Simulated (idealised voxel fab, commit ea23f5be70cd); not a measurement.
Module name: voxel gate over fins (process module)
The width of the displayed cross-section, cut, is 225 nm; its cells are square, with a size of 5 nm.
Cross-section layout: square cells on a grid; listed as bands, top to bottom; a band spans one or more cell rows.
The band entry comprises the height of the band's top followed by the height of its bottom, expressed in nm, and subsequently the band's materials from left to right, each stated together with its width in nm. Where a single material is marked with the word "everywhere", that material fills the band from edge to edge. The word "air" represents empty space.
Where do heights start? At 0: under that level the wafer as delivered is made of one material only. And the lowest band has no floor; it just carries on downward, as in "from 0 down".
A width given as "30..40" starts at the first number in the band's top row and ends at the second number in its bottom row, shifting by an equal amount at every step from row to row.
"remained unchanged" after a step means that no cell of the cross-section changed.
Look at "Enclosed void catalog" for the closed voids: empty spaces with no open path to the top, sized 8 cells or up. Each is width x height at distance, distance from the left edge, all nm.
Step line, after settings: the simulator's comment on this step.
The optional step-line setting "overlay nm" applies to steps with a mask and quantifies how far to the right of its planned location the mask lay, a negative value indicating leftward placement.

Listed below are the process steps as planned:
1) RECEIVE (material Si)
2) CONFORMAL_DEP (material SiN; thk nm 5)
3) PATTERN (tone cover; mask id FINS; material resist; width nm 15; pitch nm 35; thk nm 15; overlay nm 0)
4) DIRECTIONAL_ETCH (etch materials SiN; depth nm 5)
5) DIRECTIONAL_ETCH (etch materials Si; depth nm 40)
6) STRIP (etch materials resist)
7) OXIDIZE (depth nm 5)
8) FILL_DEP (material SiO2; thk nm 15)
9) CMP (height nm 5)
10) SELECTIVE_ETCH (etch materials SiO2; depth nm 20)
11) STRIP (etch materials SiN)
12) CONFORMAL_DEP (material HfO2; thk nm 5)
13) CONFORMAL_DEP (material TiN; thk nm 5)
14) FILL_DEP (material W; thk nm 15)
15) CMP (height nm 20)
16) CONFORMAL_DEP (material SiCN; thk nm 5)

Received-state cross-section, reflecting completion of step 1:
> from 0 down: Si everywhere
> Enclosed void catalog: none

What the wafer looks like in cross-section after this module, when it starts as shown above and follows the plan above but one mistake is made in running it:
> from 25 to 20: SiCN everywhere
> from 20 to 10: W everywhere
> from 10 to 5: 65 of W | 25 of TiN | 10 of W | 25 of TiN | 10 of W | 25 of TiN | 65 of W
> from 5 to 0: 65 of W | 5 of TiN | 15 of HfO2 | 5 of TiN | 10 of W | 5 of TiN | 15 of HfO2 | 5 of TiN | 10 of W | 5 of TiN | 15 of HfO2 | 5 of TiN | 65 of W
> from 0 to -5: 65 of W | 5 of TiN | 5 of HfO2 | 5 of Si | 5 of HfO2 | 5 of TiN | 10 of W | 5 of TiN | 5 of HfO2 | 5 of Si | 5 of HfO2 | 5 of TiN | 10 of W | 5 of TiN | 5 of HfO2 | 5 of Si | 5 of HfO2 | 5 of TiN | 65 of W
> from -5 to -10: 60 of TiN | 5 of W | 5 of TiN | 5 of HfO2 | 5 of Si | 5 of HfO2 | 5 of TiN | 10 of W | 5 of TiN | 5 of HfO2 | 5 of Si | 5 of HfO2 | 5 of TiN | 10 of W | 5 of TiN | 5 of HfO2 | 5 of Si | 5 of HfO2 | 5 of TiN | 5 of W | 60 of TiN
> from -10 to -15: 55 of HfO2 | 15 of TiN | 5 of HfO2 | 5 of Si | 5 of HfO2 | 20 of TiN | 5 of HfO2 | 5 of Si | 5 of HfO2 | 20 of TiN | 5 of HfO2 | 5 of Si | 5 of HfO2 | 15 of TiN | 55 of HfO2
> from -15 to -20: 50 of SiO2 | 25 of HfO2 | 5 of Si | 30 of HfO2 | 5 of Si | 30 of HfO2 | 5 of Si | 25 of HfO2 | 50 of SiO2
> from -20 to -45: 75 of SiO2 | 5 of Si | 30 of SiO2 | 5 of Si | 30 of SiO2 | 5 of Si | 75 of SiO2
> from -45 down: Si everywhere
> Enclosed void catalog: none
What was the processing mistake? steps 10 and 11 were swapped
